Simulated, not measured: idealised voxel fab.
voxel quadruple lines: a process module
This is section cut - it's 205 nm across, gridded in 5 nm square cells.
Square cells in a grid make up a cross-section in this document, and the grid is given as bands, listed from the top down, each one or more rows of cells.
Basically the band line says how high the top is and how high the bottom is, in nm, and then what's in it from left to right, every material with its width in nm. Empty space shows up as "empty", and if a single material carries "edge to edge" it runs the full band edge to edge.
Heights from 0 (as-received wafer is one material below). Bottom band endless downward, as "top 0, no bottom".
With a width like "30..40", each row of cells in the band differs from the next by the same amount, the top row carrying the first number and the bottom row the second.
No cell of the cross-section changed in a step that is given as "no alterations made".
"Closed internal voids" enumerates empty spaces isolated from the top, with no open way to it, that contain at least 8 cells, giving each as width x height at distance from the left edge, all three in nm.
Where a step's line continues beyond its settings, the continuation is a remark by the simulator itself on that step.
overlay nm: for a step with a mask, the amount by which the mask lay right of where it was planned; a negative amount means left of it.

So here's the lineup of process steps we planned
| 1 | RECEIVE (material Si) |
| 2 | CONFORMAL_DEP (material Al2O3; thk nm 5) |
| 3 | DIRECTIONAL_DEP (material Ru; thk nm 15) |
| 4 | DIRECTIONAL_DEP (material polySi; thk nm 15) |
| 5 | DIRECTIONAL_DEP (material aC; thk nm 25) |
| 6 | PATTERN (tone cover; mask id MANDREL; material resist; width nm 30; thk nm 30; overlay nm 0) |
| 7 | DIRECTIONAL_ETCH (etch materials aC; depth nm 25) |
| 8 | STRIP (etch materials resist) |
| 9 | CONFORMAL_DEP (material SiO2; thk nm 10) |
| 10 | DIRECTIONAL_ETCH (etch materials SiO2; depth nm 10) |
| 11 | STRIP (etch materials aC) |
| 12 | DIRECTIONAL_ETCH (etch materials polySi; depth nm 15) |
| 13 | STRIP (etch materials SiO2) |
| 14 | CONFORMAL_DEP (material SiCN; thk nm 10) |
| 15 | DIRECTIONAL_ETCH (etch materials SiCN; depth nm 10) |
| 16 | STRIP (etch materials polySi) |
| 17 | DIRECTIONAL_ETCH (etch materials Ru; depth nm 15) |
| 18 | STRIP (etch materials SiCN) |
| 19 | FILL_DEP (material lowk; thk nm 10) |
| 20 | CMP (height nm 20) |

Run as planned: first of two wafers

Delivered wafer in cross-section: state after step 1
	top 0, no bottom: Si edge to edge
	Closed internal voids: none

After step 2: wafer cross-section
	top 5, bottom 0: Al2O3 edge to edge
	Below a height of 0, the structure has not been altered.

After step 3: wafer cross-section
	top 20, bottom 5: Ru edge to edge
	Below a height of 5, the structure has not been altered.

After step 4: wafer cross-section
	top 35, bottom 20: polySi edge to edge
	Below a height of 20, the structure has not been altered.

After step 5: wafer cross-section
	top 60, bottom 35: aC edge to edge
	Below a height of 35, the structure has not been altered.

After step 6: wafer cross-section
	top 90, bottom 60: 85 of empty  30 of resist  90 of empty
	Below a height of 60, the structure has not been altered.

After step 7: wafer cross-section
	top 65, bottom 60: 85 of empty  30 of resist  90 of empty
	top 60, bottom 35: 85 of empty  30 of aC  90 of empty
	Below a height of 35, the structure has not been altered.

After step 8: wafer cross-section
	top 60, bottom 35: 85 of empty  30 of aC  90 of empty
	Below a height of 35, the structure has not been altered.

After step 9: wafer cross-section
	top 70, bottom 60: 75 of empty  50 of SiO2  80 of empty
	top 60, bottom 45: 75 of empty  10 of SiO2  30 of aC  10 of SiO2  80 of empty
	top 45, bottom 35: 85 of SiO2  30 of aC  90 of SiO2
	Below a height of 35, the structure has not been altered.

After step 10: wafer cross-section
	top 60, bottom 35: 75 of empty  10 of SiO2  30 of aC  10 of SiO2  80 of empty
	Below a height of 35, the structure has not been altered.

After step 11: wafer cross-section
	top 60, bottom 35: 75 of empty  10 of SiO2  30 of empty  10 of SiO2  80 of empty
	Below a height of 35, the structure has not been altered.

After step 12: wafer cross-section
	top 60, bottom 35: 75 of empty  10 of SiO2  30 of empty  10 of SiO2  80 of empty
	top 35, bottom 20: 75 of empty  10 of polySi  30 of empty  10 of polySi  80 of empty
	Below a height of 20, the structure has not been altered.

After step 13: wafer cross-section
	top 35, bottom 20: 75 of empty  10 of polySi  30 of empty  10 of polySi  80 of empty
	Below a height of 20, the structure has not been altered.

After step 14: wafer cross-section
	top 45, bottom 35: 65 of empty  30 of SiCN  10 of empty  30 of SiCN  70 of empty
	top 35, bottom 30: 65 of empty  10 of SiCN  10 of polySi  10 of SiCN  10 of empty  10 of SiCN  10 of polySi  10 of SiCN  70 of empty
	top 30, bottom 20: 75 of SiCN  10 of polySi  30 of SiCN  10 of polySi  80 of SiCN
	Below a height of 20, the structure has not been altered.

After step 15: wafer cross-section
	top 35, bottom 20: 65 of empty  10 of SiCN  10 of polySi  10 of SiCN  10 of empty  10 of SiCN  10 of polySi  10 of SiCN  70 of empty
	Below a height of 20, the structure has not been altered.

After step 16: wafer cross-section
	top 35, bottom 20: 65 of empty  10 of SiCN  10 of empty  10 of SiCN  10 of empty  10 of SiCN  10 of empty  10 of SiCN  70 of empty
	Below a height of 20, the structure has not been altered.

After step 17: wafer cross-section
	top 35, bottom 20: 65 of empty  10 of SiCN  10 of empty  10 of SiCN  10 of empty  10 of SiCN  10 of empty  10 of SiCN  70 of empty
	top 20, bottom 5: 65 of empty  10 of Ru  10 of empty  10 of Ru  10 of empty  10 of Ru  10 of empty  10 of Ru  70 of empty
	Below a height of 5, the structure has not been altered.

After step 18: wafer cross-section
	top 20, bottom 5: 65 of empty  10 of Ru  10 of empty  10 of Ru  10 of empty  10 of Ru  10 of empty  10 of Ru  70 of empty
	Below a height of 5, the structure has not been altered.

After step 19: wafer cross-section
	top 30, bottom 20: lowk edge to edge
	top 20, bottom 5: 65 of lowk  10 of Ru  10 of lowk  10 of Ru  10 of lowk  10 of Ru  10 of lowk  10 of Ru  70 of lowk
	Below a height of 5, the structure has not been altered.

After step 20: wafer cross-section
	top 20, bottom 5: 65 of lowk  10 of Ru  10 of lowk  10 of Ru  10 of lowk  10 of Ru  10 of lowk  10 of Ru  70 of lowk
	Below a height of 5, the structure has not been altered.

Second wafer: same start and same plan as the first, one execution error; identical to the first through step 17

Cross-section of the second wafer corresponding to the planned conclusion of step 18
	top 20, bottom 5: 65 of empty  10 of Ru  10 of empty  10 of Ru  10 of empty  10 of Ru  10 of empty  10 of Ru  70 of empty
	Below a height of 5, the structure has not been altered.

Cross-section of the second wafer corresponding to the planned conclusion of step 19
	top 30, bottom 20: lowk edge to edge
	top 20, bottom 5: 65 of lowk  10 of Ru  10 of lowk  10 of Ru  10 of lowk  10 of Ru  10 of lowk  10 of Ru  70 of lowk
	Below a height of 5, the structure has not been altered.

Cross-section of the second wafer corresponding to the planned conclusion of step 20
	top 20, bottom 5: 65 of lowk  10 of Ru  10 of lowk  10 of Ru  10 of lowk  10 of Ru  10 of lowk  10 of Ru  70 of lowk
	Below a height of 5, the structure has not been altered.
Finding, execution versus plan: step 18 of the plan was performed twice
Result: same final cross-section on the two wafers, so no effect from the mistake in this model.
